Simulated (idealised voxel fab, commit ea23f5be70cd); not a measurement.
The following is a process module called voxel tone inversion.
195 nm wide, 5 nm square cells: that's cross-section cut.
We lay out every cross-section as a grid of square cells and spell it out in bands from the top down, where one band means one or more rows of cells.
Band: top and bottom heights (nm) first, top before bottom; then materials from left to right, widths in nm. "throughout" marks a sole material filling the band edge to edge. "blank" denotes empty space.
Heights from 0 (as-received wafer is one material below). Bottom band endless downward, as "0 down".
The width entry "30 to 40" should be interpreted row by row: the top row of cells in the band takes the first number, the bottom row takes the second number, and the change between adjacent rows is uniform throughout.
A step reported as "nothing got changed" is a step in which no cell of the cross-section changed.
Voids not open to the top, 8 cells minimum: see "Cavities, closed". Written width x height at distance; distance is from the left edge; nm.
Step line, after settings: the simulator's comment on this step.
"overlay nm" denotes, for a step that has a mask, the displacement of the mask to the right of its planned place, with negative values corresponding to the left.

[The following list gives the planned process steps]
1. op RECEIVE | material Si
2. op CONFORMAL_DEP | material SiCN | thk nm 10
3. op DIRECTIONAL_DEP | material polySi | thk nm 15
4. op PATTERN | tone cover | mask id POSTS | material resist | width nm 20 | pitch nm 35 | thk nm 25 | overlay nm 0
5. op DIRECTIONAL_ETCH | etch materials polySi | depth nm 15
6. op STRIP | etch materials resist
7. op FILL_DEP | material SiO2 | thk nm 5
8. op CMP | height nm 25
9. op STRIP | etch materials polySi
10. op CONFORMAL_DEP | material TiN | thk nm 5
11. op FILL_DEP | material Cu | thk nm 5
12. op CMP | height nm 25
13. op CONFORMAL_DEP | material SiCN | thk nm 5

[This is the cross-section of the wafer as we received it, i.e. after step 1]
- 0 down: Si throughout
- Cavities, closed: none

[First of two wafers at the end of the module, shown in cross-section; run carried out as planned]
- 30 to 25: SiCN throughout
- 25 to 15: SiO2 35 nm | TiN 5 nm | Cu 10 nm | TiN 5 nm | SiO2 15 nm | TiN 5 nm | Cu 10 nm | TiN 5 nm | SiO2 15 nm | TiN 5 nm | Cu 10 nm | TiN 5 nm | SiO2 15 nm | TiN 5 nm | Cu 10 nm | TiN 5 nm | SiO2 35 nm
- 15 to 10: SiO2 35 nm | TiN 20 nm | SiO2 15 nm | TiN 20 nm | SiO2 15 nm | TiN 20 nm | SiO2 15 nm | TiN 20 nm | SiO2 35 nm
- 10 to 0: SiCN throughout
- 0 down: Si throughout
- Cavities, closed: none

[Wafer two (of two), end-of-module cross-section: start = wafer one, plan = wafer one, one run mistake]
- 30 to 25: SiCN throughout
- 25 to 20: SiO2 35 nm | TiN 5 nm | Cu 10 nm | TiN 5 nm | SiO2 15 nm | TiN 5 nm | Cu 10 nm | TiN 5 nm | SiO2 15 nm | TiN 5 nm | Cu 10 nm | TiN 5 nm | SiO2 15 nm | TiN 5 nm | Cu 10 nm | TiN 5 nm | SiO2 35 nm
- 20 to 15: SiO2 35 nm | TiN 20 nm | SiO2 15 nm | TiN 20 nm | SiO2 15 nm | TiN 20 nm | SiO2 15 nm | TiN 20 nm | SiO2 35 nm
- 15 to 0: SiCN throughout
- 0 down: Si throughout
- Cavities, closed: none
Misprocessing identified: planned and actual differ for step 2; actual: op CONFORMAL_DEP | material SiCN | thk nm 15
Wafer comparison, final, in cells, second relative to first, materials more or fewer: Cu -8, SiCN +39, SiO2 -23, TiN -8
